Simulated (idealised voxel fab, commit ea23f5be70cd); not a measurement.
The process module that follows is named voxel self aligned contacts.
Xsec cut, 175 nm wide, square cell size 5 nm.
A cross-section in this document is a grid of square cells, and it is written down as bands, the top band listed before the ones below it; a band is made up of one or more rows of cells.
Heights first: top, then bottom, in nm. Then materials, left to right, each with a width in nm. "all across" on a single material: fills the band edge to edge. "empty": empty space.
The reference from which all heights are counted is 0, the level beneath which the as-received wafer is entirely one material; the lowest band, having no lower bound, proceeds downward and is written after the example "0 nm and below".
Width: "30->40" (first number = top row, second number = bottom row, same change from row to row of cells).
"identical to before" means the step left every cell of the cross-section as it was.
"Sealed cavities": sealed empty spaces, 8 cells or more, no open way to top, listed width x height at distance, with distance from the left edge and width, height and distance in nm.
If you see something after the settings on a step's line, that's the simulator's own remark about that step.
overlay nm: step with mask; distance mask lay right of planned place; negative value = left of planned place.
PLANNED PROCESS STEPS
1: RECEIVE, material Si
2: OXIDIZE, depth nm 5
3: DIRECTIONAL_DEP, material polySi, thk nm 25
4: DIRECTIONAL_DEP, material SiN, thk nm 20
5: MASKED_ETCH, tone cover, mask id GATE, width nm 25, pitch nm 65, etch materials SiN, depth nm 20, overlay nm 0
6: MASKED_ETCH, tone cover, mask id GATE, width nm 25, pitch nm 65, etch materials polySi, depth nm 25, overlay nm 0
7: CONFORMAL_DEP, material SiN, thk nm 10
8: DIRECTIONAL_ETCH, etch materials SiN, depth nm 10
9: FILL_DEP, material SiO2, thk nm 10
10: CMP, height nm 50
11: PATTERN, tone open, mask id CONTACT, material resist, width nm 40, thk nm 15, overlay nm 0
12: DIRECTIONAL_ETCH, etch materials SiO2, depth nm 55
13: STRIP, etch materials resist
14: CONFORMAL_DEP, material TiN, thk nm 5
15: FILL_DEP, material W, thk nm 10
16: CMP, height nm 50
17: CONFORMAL_DEP, material SiCN, thk nm 5
Don't read the plan's width nm for step 11 as applying to every wafer: that's the first wafer's value, and the wafers differ in it, though they all start identical.
CROSS-SECTIONAL VIEW OF THE FIRST OF SEVERAL WAFERS IN THE AS-RECEIVED CONDITION, CORRESPONDING TO THE STATE FOLLOWING STEP 1
> 0 nm and below  Si all across
> Sealed cavities: none
HEADS UP, THIS TABLE GOES WAFER BY WAFER. A ROW TELLS YOU, AT THE END OF THE MODULE, HOW MANY CELLS OF EACH MATERIAL THAT WAFER HAS PUT ON (+) OR DROPPED (-) SINCE IT WAS RECEIVED, AND THEN ITS CLOSED VOIDS
width nm 40 | -35 Si | +35 SiCN | +112 SiN | +175 SiO2 | +28 TiN | +20 W | +50 polySi | Sealed cavities: none
width nm 45 | -35 Si | +35 SiCN | +112 SiN | +174 SiO2 | +29 TiN | +20 W | +50 polySi | Sealed cavities: none
width nm 50 | -35 Si | +35 SiCN | +112 SiN | +173 SiO2 | +30 TiN | +20 W | +50 polySi | Sealed cavities: none
width nm 55 | -35 Si | +35 SiCN | +112 SiN | +172 SiO2 | +31 TiN | +20 W | +50 polySi | Sealed cavities: none
width nm 60 | -35 Si | +35 SiCN | +112 SiN | +171 SiO2 | +32 TiN | +20 W | +50 polySi | Sealed cavities: none
width nm 65 | -35 Si | +35 SiCN | +112 SiN | +170 SiO2 | +33 TiN | +20 W | +50 polySi | Sealed cavities: none
